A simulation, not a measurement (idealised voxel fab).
Module name: voxel capacitor over wiring (process module)
Square cell edge 5 nm, section width 270 nm, ID cut.
Reading order for cross-sections: top band down to bottom band. Underlying form: a grid of square cells. Band size: one or more rows of cells.
The entry gives the band's vertical extent as a top height and a bottom height in nm, then its horizontal make-up as materials from left to right, each with a width in nm. "air" stands for empty space; a single material marked "everywhere" fills the band edge to edge.
Basically, 0 is our baseline, since under it the wafer straight out of the box is all one material. The bottom band has no lower end and keeps on going down, so it looks like "0 and below".
Read "30 to 40" as a graded width: first number on top, second number at the bottom, same change between each pair of neighbouring rows.
It should be understood that the words "nothing different", when stated for a given step, signify that the cross-section underwent no change in any of its cells during that step.
The list in "Trapped cavities" covers empty spaces of 8 cells or more that cannot reach the top through any open way, and it gives each as width x height at distance; the distance is from the left edge, and width, height and distance are in nm.
Heads up: the bit after the settings on a step's line is the simulator's remark on that step.
Regarding "overlay nm": on a step with a mask, it is the distance the mask lay to the right of its planned place; a negative value places it to the left.

**The planned process steps are enumerated hereunder**
1 RECEIVE (material Si)
2 CONFORMAL_DEP (material SiO2; thk nm 15)
3 CONFORMAL_DEP (material SiCN; thk nm 5)
4 DIRECTIONAL_DEP (material SiO2; thk nm 15)
5 DIRECTIONAL_DEP (material aC; thk nm 10)
6 PATTERN (tone open; mask id METAL_1; material resist; width nm 25; pitch nm 90; thk nm 25; overlay nm 0)
7 DIRECTIONAL_ETCH (etch materials aC; depth nm 10)
8 STRIP (etch materials resist)
9 DIRECTIONAL_ETCH (etch materials SiO2; depth nm 15)
10 DIRECTIONAL_ETCH (etch materials SiCN; depth nm 5)
11 STRIP (etch materials aC)
12 CONFORMAL_DEP (material TiN; thk nm 5)
13 FILL_DEP (material Ru; thk nm 5)
14 CMP (height nm 35)
15 CONFORMAL_DEP (material SiCN; thk nm 5)
16 DIRECTIONAL_DEP (material SiO2; thk nm 20)
17 MASKED_ETCH (tone open; mask id PLUG_1; width nm 15; etch materials SiO2; depth nm 20; overlay nm 0)
18 MASKED_ETCH (tone open; mask id PLUG_1; width nm 15; etch materials SiCN; depth nm 5; overlay nm 0)
19 CONFORMAL_DEP (material TiN; thk nm 5)
20 FILL_DEP (material Cu; thk nm 5)
21 CMP (height nm 60)
22 DIRECTIONAL_DEP (material TiN; thk nm 10)
23 DIRECTIONAL_DEP (material HfO2; thk nm 5)
24 DIRECTIONAL_DEP (material TiN; thk nm 5)
25 DIRECTIONAL_DEP (material aC; thk nm 10)
26 PATTERN (tone cover; mask id UPPER_PLATE; material resist; width nm 70; thk nm 25; overlay nm 0)
27 DIRECTIONAL_ETCH (etch materials aC; depth nm 10)
28 STRIP (etch materials resist)
29 DIRECTIONAL_ETCH (etch materials TiN; depth nm 5)
30 DIRECTIONAL_ETCH (etch materials HfO2; depth nm 5)
31 STRIP (etch materials aC)
32 DIRECTIONAL_DEP (material aC; thk nm 15)
33 PATTERN (tone cover; mask id LOWER_PLATE; material resist; width nm 80; thk nm 30; overlay nm 0)
34 DIRECTIONAL_ETCH (etch materials aC; depth nm 15)
35 STRIP (etch materials resist)
36 DIRECTIONAL_ETCH (etch materials TiN; depth nm 10)
37 STRIP (etch materials aC)
38 FILL_DEP (material SiO2; thk nm 20)
39 CMP (height nm 95)
40 MASKED_ETCH (tone open; mask id PLUG_2; width nm 15; etch materials SiO2; depth nm 15; overlay nm 0)
41 CONFORMAL_DEP (material TiN; thk nm 5)
42 FILL_DEP (material W; thk nm 5)
43 CMP (height nm 95)
44 CONFORMAL_DEP (material SiCN; thk nm 5)

**Cross-section of the wafer at receipt, which is the condition after step 1**
	0 and below = Si everywhere
	Trapped cavities: none

**Figure: cross-sectional view of the wafer upon completion of the module, processed from the initial state and according to the plan depicted above, with one error introduced during execution**
	100 down to 95 = SiCN everywhere
	95 down to 85 = SiO2 (95)  TiN (5)  W (5)  TiN (5)  SiO2 (160)
	85 down to 75 = SiO2 (95 to 85)  TiN (15 to 70)  SiO2 (160 to 115)
	75 down to 70 = SiO2 (85)  HfO2 (70)  SiO2 (115)
	70 down to 60 = SiO2 (80)  TiN (80)  SiO2 (110)
	60 down to 45 = Cu (80)  TiN (5)  SiO2 (15)  TiN (5)  Cu (165)
	45 down to 40 = TiN (85)  SiO2 (15)  TiN (170)
	40 down to 35 = SiCN everywhere
	35 down to 20 = SiO2 (75)  TiN (5)  Ru (15)  TiN (5)  SiO2 (65)  TiN (5)  Ru (15)  TiN (5)  SiO2 (80)
	20 down to 15 = SiCN (75)  TiN (25)  SiCN (65)  TiN (25)  SiCN (80)
	15 down to 0 = SiO2 everywhere
	0 and below = Si everywhere
	Trapped cavities: none
Short version of what went wrong: for step 17, the planned setting was not used; the step was instead run as MASKED_ETCH (tone cover; mask id PLUG_1; width nm 15; etch materials SiO2; depth nm 20; overlay nm 0)
